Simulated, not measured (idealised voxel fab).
Process module under the name voxel self aligned vias
Square cell edge 5 nm, section width 275 nm, ID cut.
Throughout this document, each cross-section is represented as a grid of square cells and is presented as a sequence of bands enumerated from the top downward, where a band comprises one or more rows of cells.
Top, bottom (nm), then materials left to right with widths (nm); lone material tagged "throughout" fills the whole band edge to edge; "air" = empty space.
We count height from 0. Below that, the starting wafer is all one material. The lowest band never ends at the bottom but goes on down; see "0 nm and below" for how that is written.
Think of "30 to 40" as a width that walks from the first number to the second as you go down the band, top row to bottom row, taking equal-sized steps from row to row.
Key: "nothing was modified" - step with no changed cell in the cross-section.
Empty spaces without an open route to the top, at least 8 cells in extent, make up the entry "Closed void inventory"; each is given as width x height at distance, where the distance is measured from the left edge, and all are in nm.
Where a step's line continues beyond its settings, the continuation is a remark by the simulator itself on that step.
The line of a step may include "overlay nm". On a step with a mask, this value is how far to the right of its planned place the mask lay. A negative value means the mask lay to the left.

List of planned process steps
1,RECEIVE [material Si]
2,CONFORMAL_DEP [material SiO2] [thk nm 10]
3,CONFORMAL_DEP [material SiCN] [thk nm 5]
4,DIRECTIONAL_DEP [material SiO2] [thk nm 20]
5,PATTERN [tone open] [mask id LINES] [material resist] [width nm 20] [pitch nm 65] [thk nm 15] [overlay nm 0]
6,DIRECTIONAL_ETCH [etch materials SiO2] [depth nm 20]
7,STRIP [etch materials resist]
8,CONFORMAL_DEP [material TiN] [thk nm 5]
9,FILL_DEP [material W] [thk nm 5]
10,CMP [height nm 35]
11,SELECTIVE_ETCH [etch materials W Ru TiN] [depth nm 10]
12,FILL_DEP [material SiN] [thk nm 5]
13,CMP [height nm 35]
14,DIRECTIONAL_DEP [material SiO2] [thk nm 15]
15,MASKED_ETCH [tone open] [mask id VIAS] [width nm 40] [pitch nm 65] [etch materials SiO2] [depth nm 15] [overlay nm 0]
16,MASKED_ETCH [tone open] [mask id VIAS] [width nm 40] [pitch nm 65] [etch materials SiN] [depth nm 10] [overlay nm 0]
17,CONFORMAL_DEP [material TiN] [thk nm 5]
18,FILL_DEP [material Ru] [thk nm 10]
19,CMP [height nm 50]
20,CONFORMAL_DEP [material SiN] [thk nm 5]

Cross-section of the wafer as it came to us, i.e., already through step 1
  0 nm and below  Si throughout
  Closed void inventory: none

Final cross-section, module run with one mistake (start and plan as above)
  55 nm to 50 nm  SiN throughout
  50 nm to 40 nm  SiO2=50 / TiN=5 / Ru=30 / TiN=5 / SiO2=25 / TiN=5 / Ru=30 / TiN=5 / SiO2=25 / TiN=5 / Ru=30 / TiN=5 / SiO2=55
  40 nm to 35 nm  SiO2=50 / TiN=40 / SiO2=25 / TiN=40 / SiO2=25 / TiN=40 / SiO2=55
  35 nm to 25 nm  SiO2 throughout
  25 nm to 20 nm  SiO2=60 / TiN=5 / W=10 / TiN=5 / SiO2=45 / TiN=5 / W=10 / TiN=5 / SiO2=45 / TiN=5 / W=10 / TiN=5 / SiO2=65
  20 nm to 15 nm  SiO2=60 / TiN=20 / SiO2=45 / TiN=20 / SiO2=45 / TiN=20 / SiO2=65
  15 nm to 10 nm  SiCN throughout
  10 nm to 0 nm  SiO2 throughout
  0 nm and below  Si throughout
  Closed void inventory: none
Run error: it should be noted that step 12 was executed with settings other than those planned, the operation and settings actually applied being FILL_DEP [material SiO2] [thk nm 5]
